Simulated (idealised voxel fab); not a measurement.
process module | voxel trench capacitor
Square cell edge 5 nm, section width 195 nm, ID cut.
Reading order for cross-sections: top band down to bottom band. Underlying form: a grid of square cells. Band size: one or more rows of cells. For a band, the entry starts with two heights in nm, that of the top and then that of the bottom, and carries on with the band's materials in order from left to right, each alongside its width in nm; the word "full width" beside a single material means it fills the band edge to edge, and "air" means empty space. Zero point of the height axis is 0; under it, received wafer = one material. Lowest band: continues down indefinitely, "0 and below". A width such as "30->40" changes by the same amount from each row of cells to the next, from the band's top row to its bottom row. Any step labelled "left unchanged" changed none of the cells in the cross-section. Closed-off voids of 8+ cells (no open route to the top) go in "Cavities, sealed", written width x height at distance from the left edge, in nm. Heads up: the bit after the settings on a step's line is the simulator's remark on that step. "overlay nm", when on a step's line for a step with a mask, measures how far to the right of its planned place the mask lay; a negative measure means to the left.

## Process steps foreseen in the plan
1: RECEIVE [material Si]
2: CONFORMAL_DEP [material SiN] [thk nm 5]
3: DIRECTIONAL_DEP [material aC] [thk nm 15]
4: PATTERN [tone open] [mask id TRENCH] [material resist] [width nm 25] [pitch nm 50] [thk nm 30] [overlay nm 0]
5: DIRECTIONAL_ETCH [etch materials aC] [depth nm 15]
6: STRIP [etch materials resist]
7: DIRECTIONAL_ETCH [etch materials SiN] [depth nm 5]
8: DIRECTIONAL_ETCH [etch materials Si] [depth nm 40]
9: STRIP [etch materials aC]
10: CONFORMAL_DEP [material Al2O3] [thk nm 5]
11: CONFORMAL_DEP [material TiN] [thk nm 5]
12: FILL_DEP [material W] [thk nm 10]
13: CMP [height nm 5]

## Wafer as received: cross-section following step 1
0 and below: Si full width
Cavities, sealed: none

## Post-module cross-section: identical start and plan to those above, one misstep in execution
5 down to 0: W=25  TiN=5  Al2O3=5  SiN=25  Al2O3=5  TiN=5  W=5  TiN=5  Al2O3=5  SiN=25  Al2O3=5  TiN=5  W=5  TiN=5  Al2O3=5  SiN=25  Al2O3=5  TiN=5  W=25
0 down to -30: W=25  TiN=5  Al2O3=5  Si=25  Al2O3=5  TiN=5  W=5  TiN=5  Al2O3=5  Si=25  Al2O3=5  TiN=5  W=5  TiN=5  Al2O3=5  Si=25  Al2O3=5  TiN=5  W=25
-30 down to -35: TiN=30  Al2O3=5  Si=25  Al2O3=5  TiN=15  Al2O3=5  Si=25  Al2O3=5  TiN=15  Al2O3=5  Si=25  Al2O3=5  TiN=30
-35 down to -40: Al2O3=35  Si=25  Al2O3=25  Si=25  Al2O3=25  Si=25  Al2O3=35
-40 and below: Si full width
Cavities, sealed: none
What was the processing mistake? off-plan run, step 4, actual operation and settings PATTERN [tone cover] [mask id TRENCH] [material resist] [width nm 25] [pitch nm 50] [thk nm 30] [overlay nm 0]
